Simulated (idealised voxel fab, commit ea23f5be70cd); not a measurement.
Presented below is a process module, voxel air gaps.
Each square cell in cross-section cut measures 5 nm, and the section as a whole is 295 nm wide.
Cross-section spec: square-cell grid; bands listed top down; each band is one or more rows.
It is stipulated that each band's entry specify, in nanometres, the height of the top of the band and then that of its bottom, followed by the materials of the band in left-to-right sequence, each together with its width in nanometres. A single material marked by the word "throughout" is understood to fill the band from edge to edge; the word "blank" is understood to denote empty space.
Heights are measured from 0, the level below which the as-received wafer is all one material; the lowest band has no bottom and continues downward, written as in "from 0 down".
Width spec "30->40" -> top row of cells at first value, bottom row at second value, equal per-row change in between.
"same as before" -> step changed no cross-section cell.
"closed voids" contains a list of empty spaces, each no smaller than 8 cells and without an open way to the top, written in the form width x height at distance with the distance from the left edge and all three in nm.
Post-settings text on a step line: simulator's own remark regarding the step.
overlay nm: mask offset rightward from planned place, masked step; negative means leftward offset.

Listed below are the process steps as planned
1) RECEIVE, material Si
2) CONFORMAL_DEP, material SiO2, thk nm 15
3) CONFORMAL_DEP, material SiCN, thk nm 5
4) DIRECTIONAL_DEP, material lowk, thk nm 40
5) MASKED_ETCH, tone open, mask id LINES, width nm 20, pitch nm 50, etch materials lowk, depth nm 40, overlay nm 0
6) CONFORMAL_DEP, material TiN, thk nm 5
7) FILL_DEP, material W, thk nm 5
8) CMP, height nm 60
9) EPI, material Ru, thk nm 10
10) SELECTIVE_ETCH, etch materials lowk, depth nm 50
11) CONFORMAL_DEP, material SiCN, thk nm 5

First wafer of two (run as planned)

Cross-section of the wafer as it came to us, i.e., already through step 1
    from 0 down: Si throughout
    closed voids: none

State of the wafer after step 2, shown in cross-section
    from 15 to 0: SiO2 throughout
    At heights below 0, the structure remains unaltered.

State of the wafer after step 3, shown in cross-section
    from 20 to 15: SiCN throughout
    At heights below 15, the structure remains unaltered.

State of the wafer after step 4, shown in cross-section
    from 60 to 20: lowk throughout
    At heights below 20, the structure remains unaltered.

State of the wafer after step 5, shown in cross-section
    from 60 to 20: 60 nm lowk | 20 nm blank | 30 nm lowk | 20 nm blank | 30 nm lowk | 20 nm blank | 30 nm lowk | 20 nm blank | 65 nm lowk
    At heights below 20, the structure remains unaltered.

State of the wafer after step 6, shown in cross-section
    from 65 to 60: 65 nm TiN | 10 nm blank | 40 nm TiN | 10 nm blank | 40 nm TiN | 10 nm blank | 40 nm TiN | 10 nm blank | 70 nm TiN
    from 60 to 25: 60 nm lowk | 5 nm TiN | 10 nm blank | 5 nm TiN | 30 nm lowk | 5 nm TiN | 10 nm blank | 5 nm TiN | 30 nm lowk | 5 nm TiN | 10 nm blank | 5 nm TiN | 30 nm lowk | 5 nm TiN | 10 nm blank | 5 nm TiN | 65 nm lowk
    from 25 to 20: 60 nm lowk | 20 nm TiN | 30 nm lowk | 20 nm TiN | 30 nm lowk | 20 nm TiN | 30 nm lowk | 20 nm TiN | 65 nm lowk
    At heights below 20, the structure remains unaltered.

State of the wafer after step 7, shown in cross-section
    from 70 to 65: W throughout
    from 65 to 60: 65 nm TiN | 10 nm W | 40 nm TiN | 10 nm W | 40 nm TiN | 10 nm W | 40 nm TiN | 10 nm W | 70 nm TiN
    from 60 to 25: 60 nm lowk | 5 nm TiN | 10 nm W | 5 nm TiN | 30 nm lowk | 5 nm TiN | 10 nm W | 5 nm TiN | 30 nm lowk | 5 nm TiN | 10 nm W | 5 nm TiN | 30 nm lowk | 5 nm TiN | 10 nm W | 5 nm TiN | 65 nm lowk
    At heights below 25, the structure remains unaltered.

State of the wafer after step 8, shown in cross-section
    from 60 to 25: 60 nm lowk | 5 nm TiN | 10 nm W | 5 nm TiN | 30 nm lowk | 5 nm TiN | 10 nm W | 5 nm TiN | 30 nm lowk | 5 nm TiN | 10 nm W | 5 nm TiN | 30 nm lowk | 5 nm TiN | 10 nm W | 5 nm TiN | 65 nm lowk
    At heights below 25, the structure remains unaltered.

State of the wafer after step 9, shown in cross-section
    from 70 to 60: 50 nm blank | 40 nm Ru | 10 nm blank | 40 nm Ru | 10 nm blank | 40 nm Ru | 10 nm blank | 40 nm Ru | 55 nm blank
    At heights below 60, the structure remains unaltered.

State of the wafer after step 10, shown in cross-section
    from 70 to 60: 50 nm blank | 40 nm Ru | 10 nm blank | 40 nm Ru | 10 nm blank | 40 nm Ru | 10 nm blank | 40 nm Ru | 55 nm blank
    from 60 to 25: 60 nm blank | 5 nm TiN | 10 nm W | 5 nm TiN | 30 nm blank | 5 nm TiN | 10 nm W | 5 nm TiN | 30 nm blank | 5 nm TiN | 10 nm W | 5 nm TiN | 30 nm blank | 5 nm TiN | 10 nm W | 5 nm TiN | 65 nm blank
    from 25 to 20: 60 nm blank | 20 nm TiN | 30 nm blank | 20 nm TiN | 30 nm blank | 20 nm TiN | 30 nm blank | 20 nm TiN | 65 nm blank
    At heights below 20, the structure remains unaltered.

State of the wafer after step 11, shown in cross-section
    from 75 to 70: 45 nm blank | 200 nm SiCN | 50 nm blank
    from 70 to 60: 45 nm blank | 5 nm SiCN | 40 nm Ru | 10 nm SiCN | 40 nm Ru | 10 nm SiCN | 40 nm Ru | 10 nm SiCN | 40 nm Ru | 5 nm SiCN | 50 nm blank
    from 60 to 55: 45 nm blank | 15 nm SiCN | 5 nm TiN | 10 nm W | 5 nm TiN | 30 nm SiCN | 5 nm TiN | 10 nm W | 5 nm TiN | 30 nm SiCN | 5 nm TiN | 10 nm W | 5 nm TiN | 30 nm SiCN | 5 nm TiN | 10 nm W | 5 nm TiN | 15 nm SiCN | 50 nm blank
    from 55 to 25: 55 nm blank | 5 nm SiCN | 5 nm TiN | 10 nm W | 5 nm TiN | 5 nm SiCN | 20 nm blank | 5 nm SiCN | 5 nm TiN | 10 nm W | 5 nm TiN | 5 nm SiCN | 20 nm blank | 5 nm SiCN | 5 nm TiN | 10 nm W | 5 nm TiN | 5 nm SiCN | 20 nm blank | 5 nm SiCN | 5 nm TiN | 10 nm W | 5 nm TiN | 5 nm SiCN | 60 nm blank
    from 25 to 20: 60 nm SiCN | 20 nm TiN | 30 nm SiCN | 20 nm TiN | 30 nm SiCN | 20 nm TiN | 30 nm SiCN | 20 nm TiN | 65 nm SiCN
    At heights below 20, the structure remains unaltered.
    closed voids: 20 x 30 at 85; 20 x 30 at 135; 20 x 30 at 185

Wafer two of the pair: same origin, same plan, one error during the run; identical to wafer one up to and including step 7

Second wafer shown in cross-section at the time step 8 was slated to end
    from 65 to 60: 65 nm TiN | 10 nm W | 40 nm TiN | 10 nm W | 40 nm TiN | 10 nm W | 40 nm TiN | 10 nm W | 70 nm TiN
    At heights below 60, the structure remains unaltered.

Second wafer shown in cross-section at the time step 9 was slated to end
    from 75 to 65: Ru throughout
    At heights below 65, the structure remains unaltered.

Second wafer shown in cross-section at the time step 10 was slated to end: same as before

Second wafer shown in cross-section at the time step 11 was slated to end
    from 80 to 75: SiCN throughout
    At heights below 75, the structure remains unaltered.
What was the processing mistake? not per plan at step 8, really ran CMP, height nm 65
at the end the second wafer has, in cells: +54 Ru, -112 SiCN, +51 TiN, +8 W, +344 lowk
The second wafer ends with 0 closed voids, and the first wafer ends with 3.
